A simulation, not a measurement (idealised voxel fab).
Title: Process Module voxel released beams
It is cross-section cut that appears here, measuring 275 nm in width, its square cells being 5 nm in size.
Reading order for cross-sections: top band down to bottom band. Underlying form: a grid of square cells. Band size: one or more rows of cells.
Heights first: top, then bottom, in nm. Then materials, left to right, each with a width in nm. "edge to edge" on a single material: fills the band edge to edge. "air": empty space.
A quick word on heights: they are counted from 0, and under that level the wafer as it came to us is one material throughout. The lowest band is different from the rest in having no bottom; it simply continues downward, written as in "from 0 down".
The two numbers in a width such as "30->40" mark its ends across the band: the first belongs to the top row of cells, the second to the bottom row, and from each row to the next the width moves by the same amount.
When a step is marked "same as before", none of the cells in the cross-section changed during that step.
If an empty space has no open way to the top and is at least 8 cells in size, "Encapsulated voids" lists it, written width x height at distance, where distance is measured from the left edge and every value is in nm.
Note: text after step settings on the step line = simulator remark on that step.
For masked steps, "overlay nm" on the step line gives how far right of plan the mask actually lay; a minus sign means it lay to the left.

-- Process steps - plan
1,RECEIVE, material Si
2,CONFORMAL_DEP, material Al2O3, thk nm 10
3,DIRECTIONAL_DEP, material SiO2, thk nm 15
4,MASKED_ETCH, tone open, mask id ANCHOR, width nm 25, etch materials SiO2, depth nm 15, overlay nm 0
5,CONFORMAL_DEP, material SiN, thk nm 10
6,MASKED_ETCH, tone cover, mask id BEAM, width nm 105, etch materials SiN, depth nm 10, overlay nm 0
7,STRIP, etch materials SiO2

-- Wafer at receipt (post step 1), cross-section
- from 0 down  Si edge to edge
- Encapsulated voids: none

-- Cross-sectional image of the first of two wafers at the end of the module, the run having proceeded as planned
- from 35 to 25  80 air / 15 SiN / 5 air / 85 SiN / 90 air
- from 25 to 20  85 air / 10 SiN / 5 air / 10 SiN / 165 air
- from 20 to 10  85 air / 25 SiN / 165 air
- from 10 to 0  Al2O3 edge to edge
- from 0 down  Si edge to edge
- Encapsulated voids: none

-- Cross-sectional view of the second of two wafers upon completion of the module. This wafer shared its starting condition and process plan with the first; one error was made during its execution
- from 35 to 25  80 air / 105 SiN / 90 air
- from 25 to 15  Al2O3 edge to edge
- from 15 to 0  SiO2 edge to edge
- from 0 down  Si edge to edge
- Encapsulated voids: none
So what did we get wrong on this run? deviation from plan: step 3 and step 2 executed in one another's positions
It is noted that, at the conclusion of processing, the second wafer exhibits a higher or lower cell count for certain materials relative to the first: SiN: 12 fewer | SiO2: 165 more
